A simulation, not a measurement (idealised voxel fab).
Process module name: voxel self aligned vias
The cross-section shown here is cut; it is 255 nm wide and divided into square cells measuring 5 nm on a side.
If you're reading a cross-section in this doc, picture square cells in a grid; it comes to you as bands, top ones listed first down to the bottom, and a band can be one or more rows of cells.
Band: top and bottom heights (nm) first, top before bottom; then materials from left to right, widths in nm. "edge to edge" marks a sole material filling the band edge to edge. "air" denotes empty space.
Below 0: as-received wafer, all one material; heights counted from there. Lowest band: no bottom, goes on down, written "0 nm and below".
A width given as "30..40" starts at the first number in the band's top row and ends at the second number in its bottom row, shifting by an equal amount at every step from row to row.
Any step labelled "everything unchanged" changed none of the cells in the cross-section.
"Enclosed internal voids" specifies each empty space that is not open to the top and that occupies no fewer than 8 cells, using the form width x height at distance, the distance measured from the left edge and all three quantities in nm.
That trailing text on a step's line, after the settings, is the simulator's own remark on the step.
overlay nm: for a step with a mask, the amount by which the mask lay right of where it was planned; a negative amount means left of it.

LIST OF PLANNED PROCESS STEPS
1) RECEIVE [material Si]
2) CONFORMAL_DEP [material SiO2] [thk nm 10]
3) CONFORMAL_DEP [material SiCN] [thk nm 5]
4) DIRECTIONAL_DEP [material SiO2] [thk nm 20]
5) DIRECTIONAL_DEP [material aC] [thk nm 15]
6) PATTERN [tone open] [mask id LINES] [material resist] [width nm 30] [pitch nm 55] [thk nm 35] [overlay nm 0]
7) DIRECTIONAL_ETCH [etch materials aC] [depth nm 15]
8) STRIP [etch materials resist]
9) DIRECTIONAL_ETCH [etch materials SiO2] [depth nm 20]
10) STRIP [etch materials aC]
11) CONFORMAL_DEP [material TiN] [thk nm 5]
12) FILL_DEP [material Ru] [thk nm 5]
13) CMP [height nm 35]
14) SELECTIVE_ETCH [etch materials W Ru TiN] [depth nm 5]
15) FILL_DEP [material SiN] [thk nm 10]
16) CMP [height nm 35]
17) DIRECTIONAL_DEP [material SiO2] [thk nm 20]
18) PATTERN [tone open] [mask id VIAS] [material resist] [width nm 40] [pitch nm 110] [thk nm 20] [overlay nm 0]
19) DIRECTIONAL_ETCH [etch materials SiO2] [depth nm 20]
20) DIRECTIONAL_ETCH [etch materials SiN] [depth nm 5]
21) STRIP [etch materials resist]
22) CONFORMAL_DEP [material TiN] [thk nm 5]
23) FILL_DEP [material W] [thk nm 5]
24) CMP [height nm 55]
25) CONFORMAL_DEP [material SiCN] [thk nm 5]

FIRST OF TWO WAFERS, WITH THE RUN CARRIED OUT AS PLANNED

SHOWN IN CROSS-SECTION IS THE WAFER AS RECEIVED, THAT IS, AS IT STANDS AFTER STEP 1
- 0 nm and below  Si edge to edge
- Enclosed internal voids: none

ONCE STEP 2 IS THROUGH, THE WAFER LOOKS LIKE THIS IN CROSS-SECTION
- 10 nm to 0 nm  SiO2 edge to edge
- Lower than 0, everything is as it was.

ONCE STEP 3 IS THROUGH, THE WAFER LOOKS LIKE THIS IN CROSS-SECTION
- 15 nm to 10 nm  SiCN edge to edge
- Lower than 10, everything is as it was.

ONCE STEP 4 IS THROUGH, THE WAFER LOOKS LIKE THIS IN CROSS-SECTION
- 35 nm to 15 nm  SiO2 edge to edge
- Lower than 15, everything is as it was.

ONCE STEP 5 IS THROUGH, THE WAFER LOOKS LIKE THIS IN CROSS-SECTION
- 50 nm to 35 nm  aC edge to edge
- Lower than 35, everything is as it was.

ONCE STEP 6 IS THROUGH, THE WAFER LOOKS LIKE THIS IN CROSS-SECTION
- 85 nm to 50 nm  resist: 55, then air: 30, then resist: 25, then air: 30, then resist: 25, then air: 30, then resist: 60
- Lower than 50, everything is as it was.

ONCE STEP 7 IS THROUGH, THE WAFER LOOKS LIKE THIS IN CROSS-SECTION
- 70 nm to 50 nm  resist: 55, then air: 30, then resist: 25, then air: 30, then resist: 25, then air: 30, then resist: 60
- 50 nm to 35 nm  aC: 55, then air: 30, then aC: 25, then air: 30, then aC: 25, then air: 30, then aC: 60
- Lower than 35, everything is as it was.

ONCE STEP 8 IS THROUGH, THE WAFER LOOKS LIKE THIS IN CROSS-SECTION
- 50 nm to 35 nm  aC: 55, then air: 30, then aC: 25, then air: 30, then aC: 25, then air: 30, then aC: 60
- Lower than 35, everything is as it was.

ONCE STEP 9 IS THROUGH, THE WAFER LOOKS LIKE THIS IN CROSS-SECTION
- 50 nm to 35 nm  aC: 55, then air: 30, then aC: 25, then air: 30, then aC: 25, then air: 30, then aC: 60
- 35 nm to 15 nm  SiO2: 55, then air: 30, then SiO2: 25, then air: 30, then SiO2: 25, then air: 30, then SiO2: 60
- Lower than 15, everything is as it was.

ONCE STEP 10 IS THROUGH, THE WAFER LOOKS LIKE THIS IN CROSS-SECTION
- 35 nm to 15 nm  SiO2: 55, then air: 30, then SiO2: 25, then air: 30, then SiO2: 25, then air: 30, then SiO2: 60
- Lower than 15, everything is as it was.

ONCE STEP 11 IS THROUGH, THE WAFER LOOKS LIKE THIS IN CROSS-SECTION
- 40 nm to 35 nm  TiN: 60, then air: 20, then TiN: 35, then air: 20, then TiN: 35, then air: 20, then TiN: 65
- 35 nm to 20 nm  SiO2: 55, then TiN: 5, then air: 20, then TiN: 5, then SiO2: 25, then TiN: 5, then air: 20, then TiN: 5, then SiO2: 25, then TiN: 5, then air: 20, then TiN: 5, then SiO2: 60
- 20 nm to 15 nm  SiO2: 55, then TiN: 30, then SiO2: 25, then TiN: 30, then SiO2: 25, then TiN: 30, then SiO2: 60
- Lower than 15, everything is as it was.

ONCE STEP 12 IS THROUGH, THE WAFER LOOKS LIKE THIS IN CROSS-SECTION
- 45 nm to 40 nm  Ru edge to edge
- 40 nm to 35 nm  TiN: 60, then Ru: 20, then TiN: 35, then Ru: 20, then TiN: 35, then Ru: 20, then TiN: 65
- 35 nm to 20 nm  SiO2: 55, then TiN: 5, then Ru: 20, then TiN: 5, then SiO2: 25, then TiN: 5, then Ru: 20, then TiN: 5, then SiO2: 25, then TiN: 5, then Ru: 20, then TiN: 5, then SiO2: 60
- Lower than 20, everything is as it was.

ONCE STEP 13 IS THROUGH, THE WAFER LOOKS LIKE THIS IN CROSS-SECTION
- 35 nm to 20 nm  SiO2: 55, then TiN: 5, then Ru: 20, then TiN: 5, then SiO2: 25, then TiN: 5, then Ru: 20, then TiN: 5, then SiO2: 25, then TiN: 5, then Ru: 20, then TiN: 5, then SiO2: 60
- Lower than 20, everything is as it was.

ONCE STEP 14 IS THROUGH, THE WAFER LOOKS LIKE THIS IN CROSS-SECTION
- 35 nm to 30 nm  SiO2: 55, then air: 30, then SiO2: 25, then air: 30, then SiO2: 25, then air: 30, then SiO2: 60
- Lower than 30, everything is as it was.

ONCE STEP 15 IS THROUGH, THE WAFER LOOKS LIKE THIS IN CROSS-SECTION
- 45 nm to 35 nm  SiN edge to edge
- 35 nm to 30 nm  SiO2: 55, then SiN: 30, then SiO2: 25, then SiN: 30, then SiO2: 25, then SiN: 30, then SiO2: 60
- Lower than 30, everything is as it was.

ONCE STEP 16 IS THROUGH, THE WAFER LOOKS LIKE THIS IN CROSS-SECTION
- 35 nm to 30 nm  SiO2: 55, then SiN: 30, then SiO2: 25, then SiN: 30, then SiO2: 25, then SiN: 30, then SiO2: 60
- Lower than 30, everything is as it was.

ONCE STEP 17 IS THROUGH, THE WAFER LOOKS LIKE THIS IN CROSS-SECTION
- 55 nm to 35 nm  SiO2 edge to edge
- Lower than 35, everything is as it was.

ONCE STEP 18 IS THROUGH, THE WAFER LOOKS LIKE THIS IN CROSS-SECTION
- 75 nm to 55 nm  resist: 50, then air: 40, then resist: 70, then air: 40, then resist: 55
- Lower than 55, everything is as it was.

ONCE STEP 19 IS THROUGH, THE WAFER LOOKS LIKE THIS IN CROSS-SECTION
- 75 nm to 55 nm  resist: 50, then air: 40, then resist: 70, then air: 40, then resist: 55
- 55 nm to 35 nm  SiO2: 50, then air: 40, then SiO2: 70, then air: 40, then SiO2: 55
- Lower than 35, everything is as it was.

ONCE STEP 20 IS THROUGH, THE WAFER LOOKS LIKE THIS IN CROSS-SECTION
- 75 nm to 55 nm  resist: 50, then air: 40, then resist: 70, then air: 40, then resist: 55
- 55 nm to 35 nm  SiO2: 50, then air: 40, then SiO2: 70, then air: 40, then SiO2: 55
- 35 nm to 30 nm  SiO2: 55, then air: 30, then SiO2: 25, then SiN: 30, then SiO2: 25, then air: 30, then SiO2: 60
- Lower than 30, everything is as it was.

ONCE STEP 21 IS THROUGH, THE WAFER LOOKS LIKE THIS IN CROSS-SECTION
- 55 nm to 35 nm  SiO2: 50, then air: 40, then SiO2: 70, then air: 40, then SiO2: 55
- Lower than 35, everything is as it was.

ONCE STEP 22 IS THROUGH, THE WAFER LOOKS LIKE THIS IN CROSS-SECTION
- 60 nm to 55 nm  TiN: 55, then air: 30, then TiN: 80, then air: 30, then TiN: 60
- 55 nm to 40 nm  SiO2: 50, then TiN: 5, then air: 30, then TiN: 5, then SiO2: 70, then TiN: 5, then air: 30, then TiN: 5, then SiO2: 55
- 40 nm to 35 nm  SiO2: 50, then TiN: 10, then air: 20, then TiN: 10, then SiO2: 70, then TiN: 10, then air: 20, then TiN: 10, then SiO2: 55
- 35 nm to 30 nm  SiO2: 55, then TiN: 30, then SiO2: 25, then SiN: 30, then SiO2: 25, then TiN: 30, then SiO2: 60
- Lower than 30, everything is as it was.

ONCE STEP 23 IS THROUGH, THE WAFER LOOKS LIKE THIS IN CROSS-SECTION
- 65 nm to 60 nm  W edge to edge
- 60 nm to 55 nm  TiN: 55, then W: 30, then TiN: 80, then W: 30, then TiN: 60
- 55 nm to 40 nm  SiO2: 50, then TiN: 5, then W: 30, then TiN: 5, then SiO2: 70, then TiN: 5, then W: 30, then TiN: 5, then SiO2: 55
- 40 nm to 35 nm  SiO2: 50, then TiN: 10, then W: 20, then TiN: 10, then SiO2: 70, then TiN: 10, then W: 20, then TiN: 10, then SiO2: 55
- Lower than 35, everything is as it was.

ONCE STEP 24 IS THROUGH, THE WAFER LOOKS LIKE THIS IN CROSS-SECTION
- 55 nm to 40 nm  SiO2: 50, then TiN: 5, then W: 30, then TiN: 5, then SiO2: 70, then TiN: 5, then W: 30, then TiN: 5, then SiO2: 55
- Lower than 40, everything is as it was.

ONCE STEP 25 IS THROUGH, THE WAFER LOOKS LIKE THIS IN CROSS-SECTION
- 60 nm to 55 nm  SiCN edge to edge
- Lower than 55, everything is as it was.

SECOND WAFER: LIKE START, LIKE PLAN, ONE MISTAKE. THROUGH STEP 17 IT MATCHES THE FIRST WAFER

SECOND WAFER, SECTIONED VIEW, AT STEP 18'S PLANNED END TIME
- 75 nm to 55 nm  resist: 45, then air: 50, then resist: 60, then air: 50, then resist: 50
- Lower than 55, everything is as it was.

SECOND WAFER, SECTIONED VIEW, AT STEP 19'S PLANNED END TIME
- 75 nm to 55 nm  resist: 45, then air: 50, then resist: 60, then air: 50, then resist: 50
- 55 nm to 35 nm  SiO2: 45, then air: 50, then SiO2: 60, then air: 50, then SiO2: 50
- Lower than 35, everything is as it was.

SECOND WAFER, SECTIONED VIEW, AT STEP 20'S PLANNED END TIME
- 75 nm to 55 nm  resist: 45, then air: 50, then resist: 60, then air: 50, then resist: 50
- 55 nm to 35 nm  SiO2: 45, then air: 50, then SiO2: 60, then air: 50, then SiO2: 50
- 35 nm to 30 nm  SiO2: 55, then air: 30, then SiO2: 25, then SiN: 30, then SiO2: 25, then air: 30, then SiO2: 60
- Lower than 30, everything is as it was.

SECOND WAFER, SECTIONED VIEW, AT STEP 21'S PLANNED END TIME
- 55 nm to 35 nm  SiO2: 45, then air: 50, then SiO2: 60, then air: 50, then SiO2: 50
- Lower than 35, everything is as it was.

SECOND WAFER, SECTIONED VIEW, AT STEP 22'S PLANNED END TIME
- 60 nm to 55 nm  TiN: 50, then air: 40, then TiN: 70, then air: 40, then TiN: 55
- 55 nm to 40 nm  SiO2: 45, then TiN: 5, then air: 40, then TiN: 5, then SiO2: 60, then TiN: 5, then air: 40, then TiN: 5, then SiO2: 50
- 40 nm to 35 nm  SiO2: 45, then TiN: 15, then air: 20, then TiN: 15, then SiO2: 60, then TiN: 15, then air: 20, then TiN: 15, then SiO2: 50
- 35 nm to 30 nm  SiO2: 55, then TiN: 30, then SiO2: 25, then SiN: 30, then SiO2: 25, then TiN: 30, then SiO2: 60
- Lower than 30, everything is as it was.

SECOND WAFER, SECTIONED VIEW, AT STEP 23'S PLANNED END TIME
- 65 nm to 60 nm  W edge to edge
- 60 nm to 55 nm  TiN: 50, then W: 40, then TiN: 70, then W: 40, then TiN: 55
- 55 nm to 40 nm  SiO2: 45, then TiN: 5, then W: 40, then TiN: 5, then SiO2: 60, then TiN: 5, then W: 40, then TiN: 5, then SiO2: 50
- 40 nm to 35 nm  SiO2: 45, then TiN: 15, then W: 20, then TiN: 15, then SiO2: 60, then TiN: 15, then W: 20, then TiN: 15, then SiO2: 50
- Lower than 35, everything is as it was.

SECOND WAFER, SECTIONED VIEW, AT STEP 24'S PLANNED END TIME
- 55 nm to 40 nm  SiO2: 45, then TiN: 5, then W: 40, then TiN: 5, then SiO2: 60, then TiN: 5, then W: 40, then TiN: 5, then SiO2: 50
- Lower than 40, everything is as it was.

SECOND WAFER, SECTIONED VIEW, AT STEP 25'S PLANNED END TIME
- 60 nm to 55 nm  SiCN edge to edge
- Lower than 55, everything is as it was.
Heads up, the wafer didn't run the way we planned it: not per plan at step 18, really ran PATTERN [tone open] [mask id VIAS] [material resist] [width nm 50] [pitch nm 110] [thk nm 20] [overlay nm 0]
Wafer comparison, final, in cells, second relative to first, materials more or fewer: SiO2 -16, TiN +4, W +12
